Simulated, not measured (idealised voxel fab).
Title: Process Module voxel double patterning
Shown is cross-section cut, with a width of 295 nm and square cells of size 5 nm.
A cross-section in this document is a grid of square cells, and it is written down as bands, the top band listed before the ones below it; a band is made up of one or more rows of cells.
Per band: top height and bottom height in nm, followed by the left-to-right materials and their widths in nm; "throughout" marks a single material spanning edge to edge, "empty" marks empty space.
A quick word on heights: they are counted from 0, and under that level the wafer as it came to us is one material throughout. The lowest band is different from the rest in having no bottom; it simply continues downward, written as in "0 nm and below".
Top row gets the first number, bottom row gets the second, and each row in between changes by the same step: that is how a band width like "30..40" works.
Where the words "identical to before" appear for a step, the cross-section shows no cell changed by that step; every cell remained as before.
Any empty space of 8 cells or more lacking an open way to the top shows up in "Cavities, sealed" as width x height at distance, distance from the left edge, in nm.
If you see something after the settings on a step's line, that's the simulator's own remark about that step.
"overlay nm" on a masked step: distance the mask lay right of its planned place, negative for left.
### Process steps (planned)
1) RECEIVE,material Si
2) CONFORMAL_DEP,material SiO2,thk nm 5
3) DIRECTIONAL_DEP,material W,thk nm 20
4) DIRECTIONAL_DEP,material SiN,thk nm 10
5) MASKED_ETCH,tone open,mask id FIRST,width nm 15,pitch nm 50,etch materials SiN,depth nm 10,overlay nm 0
6) DIRECTIONAL_DEP,material aC,thk nm 10
7) PATTERN,tone open,mask id SECOND,material resist,width nm 15,pitch nm 50,thk nm 30,overlay nm 0
8) DIRECTIONAL_ETCH,etch materials aC,depth nm 10
9) STRIP,etch materials resist
10) DIRECTIONAL_ETCH,etch materials SiN,depth nm 10
11) STRIP,etch materials aC
12) DIRECTIONAL_ETCH,etch materials W,depth nm 20
13) STRIP,etch materials SiN
Wafer-to-wafer difference: width nm, step 7. Common start. Plan = first wafer's value.
### As received, i.e. after step 1: cross-section through the first of several wafers
	0 nm and below | Si throughout
	Cavities, sealed: none
### Row per wafer, end-of-module: cell gain (+)/loss (-) by material since the wafer came in, then closed voids
width nm 15 | +59 SiO2 | +176 W | Cavities, sealed: none
width nm 20 | +59 SiO2 | +168 W | Cavities, sealed: none
width nm 25 | +59 SiO2 | +160 W | Cavities, sealed: none
width nm 30 | +59 SiO2 | +152 W | Cavities, sealed: none
